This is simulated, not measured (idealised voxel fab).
process module | voxel transistor to metal
cross-section cut | 150 nm wide | cells 5 nm
A cross-section is a grid of square cells, given in bands from the top down. A band is one or more rows of cells.
Each band's line starts with the height of the band's top and of its bottom, in nm. Then come its materials from left to right, each with its width in nm. One material with "throughout" fills the band from edge to edge. "air" is empty space.
Height 0 is the level under which the wafer as received is all one material. The lowest band goes on downwards, as in "0 down".
A width such as "30 to 40" changes by the same amount from each row of cells to the next, from the band's top row to its bottom row.
"no change" after a step means that no cell of the cross-section changed.
closed voids: empty space of 8 cells or more with no open way to the top, each as width x height at its distance from the left edge, in nm
after a step's settings: what the simulator itself notes on the step
overlay nm, on a step with a mask: how far to the right of its planned place the mask lay; to the left if negative
plan
1 op RECEIVE | material Si
2 op CONFORMAL_DEP | material SiO2 | thk nm 5
3 op CONFORMAL_DEP | material SiN | thk nm 10
4 op PATTERN | tone cover | mask id ACTIVE | material resist | width nm 95 | thk nm 15 | overlay nm 0
5 op DIRECTIONAL_ETCH | etch materials SiN | depth nm 10
6 op DIRECTIONAL_ETCH | etch materials SiO2 | depth nm 5
7 op DIRECTIONAL_ETCH | etch materials Si | depth nm 25
8 op STRIP | etch materials resist
9 op OXIDIZE | depth nm 5
10 op FILL_DEP | material SiO2 | thk nm 10
11 op CMP | height nm 15
12 op SELECTIVE_ETCH | etch materials SiO2 | depth nm 5
13 op STRIP | etch materials SiN
14 op SELECTIVE_ETCH | etch materials SiO2 | depth nm 5
15 op OXIDIZE | depth nm 5
16 op DIRECTIONAL_DEP | material polySi | thk nm 30
17 op DIRECTIONAL_DEP | material SiCN | thk nm 10
18 op MASKED_ETCH | tone cover | mask id GATE | width nm 15 | etch materials SiCN | depth nm 20 | overlay nm 0
19 op MASKED_ETCH | tone cover | mask id GATE | width nm 15 | etch materials polySi | depth nm 40 | overlay nm 0
20 op CONFORMAL_DEP | material SiN | thk nm 10
21 op DIRECTIONAL_ETCH | etch materials SiN | depth nm 10
22 op DIRECTIONAL_ETCH | etch materials SiO2 | depth nm 5
23 op DIRECTIONAL_ETCH | etch materials Si | depth nm 10
24 op EPI | material pSi | thk nm 10
25 op FILL_DEP | material SiO2 | thk nm 5
26 op CMP | height nm 40
27 op DIRECTIONAL_DEP | material SiO2 | thk nm 15
28 op MASKED_ETCH | tone open | mask id CONTACT | width nm 20 | pitch nm 65 | etch materials SiO2 | depth nm 60 | overlay nm 0
29 op CONFORMAL_DEP | material TiN | thk nm 5
30 op FILL_DEP | material Ru | thk nm 5
31 op CMP | height nm 55
32 op CONFORMAL_DEP | material SiCN | thk nm 5
33 op DIRECTIONAL_DEP | material SiO2 | thk nm 20
34 op PATTERN | tone open | mask id METAL_1 | material resist | width nm 20 | pitch nm 65 | thk nm 15 | overlay nm 0
35 op DIRECTIONAL_ETCH | etch materials SiO2 | depth nm 20
36 op DIRECTIONAL_ETCH | etch materials SiCN | depth nm 5
37 op STRIP | etch materials resist
38 op CONFORMAL_DEP | material TiN | thk nm 5
39 op FILL_DEP | material Cu | thk nm 5
40 op CMP | height nm 80
41 op CONFORMAL_DEP | material SiN | thk nm 5
as received, after step 1
  0 down: Si throughout
  closed voids: none
a wafer at the end: this start, this plan, one mistake
  85 to 80: SiN throughout
  80 to 60: SiO2 30 | TiN 5 | Cu 10 | TiN 5 | SiO2 45 | TiN 5 | Cu 10 | TiN 5 | SiO2 35
  60 to 55: SiCN 30 | TiN 20 | SiCN 45 | TiN 20 | SiCN 35
  55 to 40: SiO2 30 | TiN 5 | Ru 10 | TiN 5 | SiO2 45 | TiN 5 | Ru 10 | TiN 5 | SiO2 35
  40 to 30: SiO2 30 | TiN 5 | Ru 10 | TiN 5 | SiO2 5 | SiN 10 | SiCN 15 | SiN 10 | SiO2 5 | TiN 5 | Ru 10 | TiN 5 | SiO2 35
  30 to 15: SiO2 30 | TiN 5 | Ru 10 | TiN 5 | SiO2 5 | SiN 10 | polySi 15 | SiN 10 | SiO2 5 | TiN 5 | Ru 10 | TiN 5 | SiO2 35
  15 to 10: SiO2 30 | TiN 20 | SiO2 5 | SiN 10 | polySi 15 | SiN 10 | SiO2 5 | TiN 20 | SiO2 35
  10 to 5: SiO2 55 | SiN 10 | polySi 15 | SiN 10 | SiO2 60
  5 to 0: SiO2 20 | SiN 10 | SiO2 15 | pSi 10 | SiN 10 | polySi 15 | SiN 10 | pSi 10 | SiO2 15 | SiN 10 | SiO2 25
  0 to -5: SiO2 45 | pSi 10 | SiO2 35 | pSi 10 | SiO2 50
  -5 to -15: SiO2 30 | pSi 25 | Si 35 | pSi 25 | SiO2 35
  -15 to -30: SiO2 30 | Si 85 | SiO2 35
  -30 down: Si throughout
  closed voids: none
what went wrong: step 27 was run twice
